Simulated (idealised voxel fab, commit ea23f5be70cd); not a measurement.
process module | voxel self aligned contacts
cross-section cut | 250 nm wide | cells 5 nm
A cross-section is a grid of square cells, given in bands from the top down. A band is one or more rows of cells.
Each band's line starts with the height of the band's top and of its bottom, in nm. Then come its materials from left to right, each with its width in nm. One material with "throughout" fills the band from edge to edge. "air" is empty space.
Height 0 is the level under which the wafer as received is all one material. The lowest band goes on downwards, as in "0 down".
A width such as "30 to 40" changes by the same amount from each row of cells to the next, from the band's top row to its bottom row.
"no change" after a step means that no cell of the cross-section changed.
closed voids: empty space of 8 cells or more with no open way to the top, each as width x height at its distance from the left edge, in nm
after a step's settings: what the simulator itself notes on the step
overlay nm, on a step with a mask: how far to the right of its planned place the mask lay; to the left if negative
plan
1 op RECEIVE | material Si
2 op OXIDIZE | depth nm 5
3 op DIRECTIONAL_DEP | material polySi | thk nm 25
4 op DIRECTIONAL_DEP | material SiN | thk nm 25
5 op DIRECTIONAL_DEP | material aC | thk nm 15
6 op PATTERN | tone cover | mask id GATE | material resist | width nm 35 | pitch nm 75 | thk nm 35 | overlay nm 0
7 op DIRECTIONAL_ETCH | etch materials aC | depth nm 15
8 op STRIP | etch materials resist
9 op DIRECTIONAL_ETCH | etch materials SiN | depth nm 25
10 op DIRECTIONAL_ETCH | etch materials polySi | depth nm 25
11 op STRIP | etch materials aC
12 op CONFORMAL_DEP | material SiN | thk nm 10
13 op DIRECTIONAL_ETCH | etch materials SiN | depth nm 10
14 op FILL_DEP | material SiO2 | thk nm 15
15 op CMP | height nm 55
16 op MASKED_ETCH | tone open | mask id CONTACT | width nm 60 | etch materials SiO2 | depth nm 60 | overlay nm 0
17 op CONFORMAL_DEP | material TiN | thk nm 5
18 op FILL_DEP | material Ru | thk nm 5
19 op CMP | height nm 55
20 op CONFORMAL_DEP | material SiN | thk nm 5
as received, after step 1
  0 down: Si throughout
  closed voids: none
first wafer at the end, as planned
  60 to 55: SiN throughout
  55 to 50: SiO2 95 | TiN 25 | Ru 10 | TiN 25 | SiO2 95
  50 to 25: SiO2 60 | SiN 55 | TiN 5 | Ru 10 | TiN 5 | SiN 55 | SiO2 60
  25 to 0: SiO2 60 | SiN 10 | polySi 35 | SiN 10 | TiN 5 | Ru 10 | TiN 5 | SiN 10 | polySi 35 | SiN 10 | SiO2 60
  0 to -5: SiO2 115 | TiN 20 | SiO2 115
  -5 down: Si throughout
  closed voids: none
second wafer at the end: like start, like plan, one mistake
  60 to 55: SiN throughout
  55 to 50: SiO2 95 | TiN 60 | SiO2 95
  50 to 25: SiN 80 | SiO2 15 | SiN 60 | SiO2 15 | SiN 80
  25 to 0: polySi 70 | SiN 10 | SiO2 15 | SiN 10 | polySi 40 | SiN 10 | SiO2 15 | SiN 10 | polySi 70
  0 to -5: SiO2 throughout
  -5 down: Si throughout
  closed voids: none
what went wrong: step 6 ran as: op PATTERN | tone open | mask id GATE | material resist | width nm 35 | pitch nm 75 | thk nm 35 | overlay nm 0
at the end the second wafer has, in cells: 22 fewer of Ru | 110 more of SiN | 176 fewer of SiO2 | 22 fewer of TiN | 110 more of polySi
